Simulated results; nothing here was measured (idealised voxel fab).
The following process module bears the name voxel quadruple lines.
The width of the displayed cross-section, cut, is 225 nm; its cells are square, with a size of 5 nm.
Heads up, the way a cross-section reads in here is a grid of square cells, handed over as bands from the top down, with every band being one or more rows of cells. The entry gives the band's vertical extent as a top height and a bottom height in nm, then its horizontal make-up as materials from left to right, each with a width in nm. "air" stands for empty space; a single material marked "everywhere" fills the band edge to edge. Measure heights from 0. That's the level where, below it, the as-received wafer is all one material. The lowest band is bottomless and extends downward; write it as in "top 0, no bottom". Think of "30->40" as a width that walks from the first number to the second as you go down the band, top row to bottom row, taking equal-sized steps from row to row. "everything unchanged", as given for a step, is the statement that not any cell of the cross-section underwent a change during that step. This entry, "Trapped voids", enumerates those empty regions of no fewer than 8 cells that possess no open connection to the top. Each region is reported in the form width x height at distance, the distance being taken from the left edge, with all three quantities expressed in nm. What comes after the settings on a step's line is commentary from the simulator itself on that step. "overlay nm", when on a step's line for a step with a mask, measures how far to the right of its planned place the mask lay; a negative measure means to the left.

[Steps in the process plan]
| 1 | RECEIVE with material Si |
| 2 | CONFORMAL_DEP with material SiO2, thk nm 10 |
| 3 | DIRECTIONAL_DEP with material TiN, thk nm 10 |
| 4 | DIRECTIONAL_DEP with material polySi, thk nm 20 |
| 5 | DIRECTIONAL_DEP with material aC, thk nm 20 |
| 6 | PATTERN with tone cover, mask id MANDREL, material resist, width nm 30, thk nm 30, overlay nm -15 |
| 7 | DIRECTIONAL_ETCH with etch materials aC, depth nm 20 |
| 8 | STRIP with etch materials resist |
| 9 | CONFORMAL_DEP with material SiO2, thk nm 10 |
| 10 | DIRECTIONAL_ETCH with etch materials SiO2, depth nm 10 |
| 11 | STRIP with etch materials aC |
| 12 | DIRECTIONAL_ETCH with etch materials polySi, depth nm 20 |
| 13 | STRIP with etch materials SiO2 |
| 14 | CONFORMAL_DEP with material SiN, thk nm 10 |
| 15 | DIRECTIONAL_ETCH with etch materials SiN, depth nm 10 |
| 16 | STRIP with etch materials polySi |
| 17 | DIRECTIONAL_ETCH with etch materials TiN, depth nm 10 |
| 18 | STRIP with etch materials SiN |
| 19 | FILL_DEP with material lowk, thk nm 10 |
| 20 | CMP with height nm 20 |
For this document, wafers share an identical start and vary in the step 6 overlay nm; the plan quotes the first wafer's value.

[Cut through the first of several wafers as received, post step 1]
> top 0, no bottom: Si everywhere
> Trapped voids: none

[Gained (+) or lost (-) cells of each material since receipt, then closed voids: one row per wafer, at the end of the module]
overlay nm -15; +90 SiO2; +16 TiN; +74 lowk; Trapped voids: none
overlay nm -10; +90 SiO2; +16 TiN; +74 lowk; Trapped voids: none
overlay nm -5; +90 SiO2; +16 TiN; +74 lowk; Trapped voids: none
overlay nm 0; +90 SiO2; +16 TiN; +74 lowk; Trapped voids: none
overlay nm 5; +90 SiO2; +16 TiN; +74 lowk; Trapped voids: none
overlay nm 10; +90 SiO2; +16 TiN; +74 lowk; Trapped voids: none
overlay nm 15; +90 SiO2; +16 TiN; +74 lowk; Trapped voids: none
